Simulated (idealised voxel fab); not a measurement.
process module | voxel transistor to metal
We display cut, a cross-section 200 nm in width whose square cells are each 5 nm.
How to read a cross-section here: the picture is a grid of square cells, written as bands going from the top down, and any band can span one or more rows of cells. Heads up on the band format: heights come first, top then bottom, in nm. After that it's the materials left to right, each with its width in nm. A single material flagged "edge to edge" fills the whole band edge to edge, and "air" means there's empty space there. Below 0: as-received wafer, all one material; heights counted from there. Lowest band: no bottom, goes on down, written "0 -> down". Per-row width for "30->40": begins at first number (top row of band), ends at second number (bottom row), increment between rows held constant. Take "remained the same" at face value: in the step it is given for, the cross-section changed in none of its cells. "Sealed internal cavities" means: voids of 8 cells or more that are shut off from the top with no open way through. Written width x height at distance, distance from the left edge, in nm. The remark found on a step's line after its settings is issued by the simulator itself and pertains to that step. For masked steps, "overlay nm" on the step line gives how far right of plan the mask actually lay; a minus sign means it lay to the left.
Steps planned for the process
1) RECEIVE [material Si]
2) CONFORMAL_DEP [material SiO2] [thk nm 5]
3) CONFORMAL_DEP [material SiN] [thk nm 15]
4) DIRECTIONAL_DEP [material aC] [thk nm 15]
5) PATTERN [tone cover] [mask id ACTIVE] [material resist] [width nm 125] [thk nm 35] [overlay nm 0]
6) DIRECTIONAL_ETCH [etch materials aC] [depth nm 15]
7) STRIP [etch materials resist]
8) DIRECTIONAL_ETCH [etch materials SiN] [depth nm 15]
9) DIRECTIONAL_ETCH [etch materials SiO2] [depth nm 5]
10) DIRECTIONAL_ETCH [etch materials Si] [depth nm 25]
11) STRIP [etch materials aC]
12) OXIDIZE [depth nm 5]
13) FILL_DEP [material SiO2] [thk nm 5]
14) CMP [height nm 20]
15) SELECTIVE_ETCH [etch materials SiO2] [depth nm 5]
16) STRIP [etch materials SiN]
17) SELECTIVE_ETCH [etch materials SiO2] [depth nm 5]
18) OXIDIZE [depth nm 5]
19) DIRECTIONAL_DEP [material polySi] [thk nm 30]
20) DIRECTIONAL_DEP [material SiCN] [thk nm 15]
21) PATTERN [tone cover] [mask id GATE] [material resist] [width nm 25] [thk nm 15] [overlay nm 0]
22) DIRECTIONAL_ETCH [etch materials SiCN] [depth nm 25]
23) DIRECTIONAL_ETCH [etch materials polySi] [depth nm 40]
24) STRIP [etch materials resist]
25) CONFORMAL_DEP [material SiO2] [thk nm 5]
26) DIRECTIONAL_ETCH [etch materials SiO2] [depth nm 5]
27) CONFORMAL_DEP [material SiN] [thk nm 5]
28) DIRECTIONAL_ETCH [etch materials SiN] [depth nm 5]
29) DIRECTIONAL_ETCH [etch materials SiO2] [depth nm 5]
30) DIRECTIONAL_ETCH [etch materials Si] [depth nm 15]
31) EPI [material SiGe] [thk nm 20]
32) FILL_DEP [material SiO2] [thk nm 10]
33) CMP [height nm 45]
34) DIRECTIONAL_DEP [material SiO2] [thk nm 15]
35) MASKED_ETCH [tone open] [mask id CONTACT] [width nm 20] [pitch nm 85] [etch materials SiO2] [depth nm 60] [overlay nm 0]
36) CONFORMAL_DEP [material TiN] [thk nm 5]
37) FILL_DEP [material Ru] [thk nm 10]
38) CMP [height nm 60]
39) CONFORMAL_DEP [material SiCN] [thk nm 5]
40) DIRECTIONAL_DEP [material SiO2] [thk nm 25]
41) DIRECTIONAL_DEP [material aC] [thk nm 15]
42) PATTERN [tone open] [mask id METAL_1] [material resist] [width nm 20] [pitch nm 85] [thk nm 30] [overlay nm 0]
43) DIRECTIONAL_ETCH [etch materials aC] [depth nm 15]
44) STRIP [etch materials resist]
45) DIRECTIONAL_ETCH [etch materials SiO2] [depth nm 25]
46) DIRECTIONAL_ETCH [etch materials SiCN] [depth nm 5]
47) STRIP [etch materials aC]
48) CONFORMAL_DEP [material TiN] [thk nm 5]
49) FILL_DEP [material Ru] [thk nm 10]
50) CMP [height nm 90]
51) CONFORMAL_DEP [material SiCN] [thk nm 5]
This is the cross-section of the wafer as we received it, i.e. after step 1
    0 -> down | Si edge to edge
    Sealed internal cavities: none
Final cross-section, module run with one mistake (start and plan as above)
    95 -> 90 | SiCN edge to edge
    90 -> 65 | 45 of SiO2 | 5 of TiN | 10 of Ru | 5 of TiN | 65 of SiO2 | 5 of TiN | 10 of Ru | 5 of TiN | 50 of SiO2
    65 -> 60 | 45 of SiCN | 20 of TiN | 65 of SiCN | 20 of TiN | 50 of SiCN
    60 -> 50 | 45 of SiO2 | 5 of TiN | 10 of Ru | 5 of TiN | 65 of SiO2 | 5 of TiN | 10 of Ru | 5 of TiN | 50 of SiO2
    50 -> 45 | 45 of SiO2 | 20 of TiN | 65 of SiO2 | 20 of TiN | 50 of SiO2
    45 -> 40 | SiN edge to edge
    40 -> 30 | 30 of polySi | 135 of SiN | 35 of polySi
    30 -> 10 | polySi edge to edge
    10 -> 0 | 30 of SiO2 | 135 of polySi | 35 of SiO2
    0 -> -5 | SiO2 edge to edge
    -5 -> -30 | 40 of SiO2 | 115 of Si | 45 of SiO2
    -30 -> down | Si edge to edge
    Sealed internal cavities: none
What broke from the plan during processing? in deviation from the planned setting, step 20 was conducted as DIRECTIONAL_DEP [material SiN] [thk nm 15]
